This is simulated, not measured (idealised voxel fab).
Name of the process module below: voxel self aligned contacts
Cross-section cut: width 230 nm, square cells of 5 nm.
The cross-sections in this document take the form of a grid made of square cells. They are written out as bands, in order from top to bottom. Each band consists of one or more rows of cells. Look at the band entry: it leads with the top's height and the bottom's height in nm. Then it lists the materials left to right, with a width in nm for each. The word "everywhere" on a single material says that material fills the band edge to edge. The word "empty" is empty space. Heights are measured from 0, the level below which the as-received wafer is all one material; the lowest band has no bottom and continues downward, written as in "top 0, no bottom". The expression "30 to 40" gives the width at the extremes of the band, the first number at its top row of cells and the second at its bottom row, with the width changing by equal amounts from each row to the next in between. "no modification" means the step left every cell of the cross-section as it was. So "Completely sealed voids" is basically the list of trapped voids: any empty space of 8 cells or more that can't reach the top through an opening. They're written width x height at distance, the distance being from the left edge, and it's all nm. Where a step's line continues beyond its settings, the continuation is a remark by the simulator itself on that step. Steps that use a mask can have "overlay nm" on their line. It says how far the mask sat to the right of where it was meant to be. Negative means to the left.

Steps planned for the process
1 RECEIVE with material Si
2 OXIDIZE with depth nm 5
3 DIRECTIONAL_DEP with material polySi, thk nm 30
4 DIRECTIONAL_DEP with material SiN, thk nm 20
5 PATTERN with tone cover, mask id GATE, material resist, width nm 35, pitch nm 70, thk nm 20, overlay nm 0
6 DIRECTIONAL_ETCH with etch materials SiN, depth nm 20
7 DIRECTIONAL_ETCH with etch materials polySi, depth nm 30
8 STRIP with etch materials resist
9 CONFORMAL_DEP with material SiN, thk nm 5
10 DIRECTIONAL_ETCH with etch materials SiN, depth nm 5
11 FILL_DEP with material SiO2, thk nm 20
12 CMP with height nm 60
13 MASKED_ETCH with tone open, mask id CONTACT, width nm 55, etch materials SiO2, depth nm 65, overlay nm 0
14 CONFORMAL_DEP with material TiN, thk nm 5
15 FILL_DEP with material W, thk nm 5
16 CMP with height nm 60
17 CONFORMAL_DEP with material SiN, thk nm 5

Wafer as received: cross-section following step 1
> top 0, no bottom  Si everywhere
> Completely sealed voids: none

The following cross-section depicts the wafer upon conclusion of the module. Processing commenced from the starting condition illustrated above and adhered to the plan illustrated above, save for one mistake in execution
> top 65, bottom 60  SiN everywhere
> top 60, bottom 55  85 SiO2; 20 TiN; 15 W; 20 TiN; 90 SiO2
> top 55, bottom 40  55 SiO2; 45 SiN; 5 TiN; 15 W; 5 TiN; 45 SiN; 60 SiO2
> top 40, bottom 35  55 SiO2; 45 SiN; 25 TiN; 45 SiN; 60 SiO2
> top 35, bottom 30  SiN everywhere
> top 30, bottom 0  polySi everywhere
> top 0, bottom -5  SiO2 everywhere
> top -5, no bottom  Si everywhere
> Completely sealed voids: none
Processing error: the process deviated at step 4: the operation and settings actually run there were DIRECTIONAL_DEP with material SiN, thk nm 25
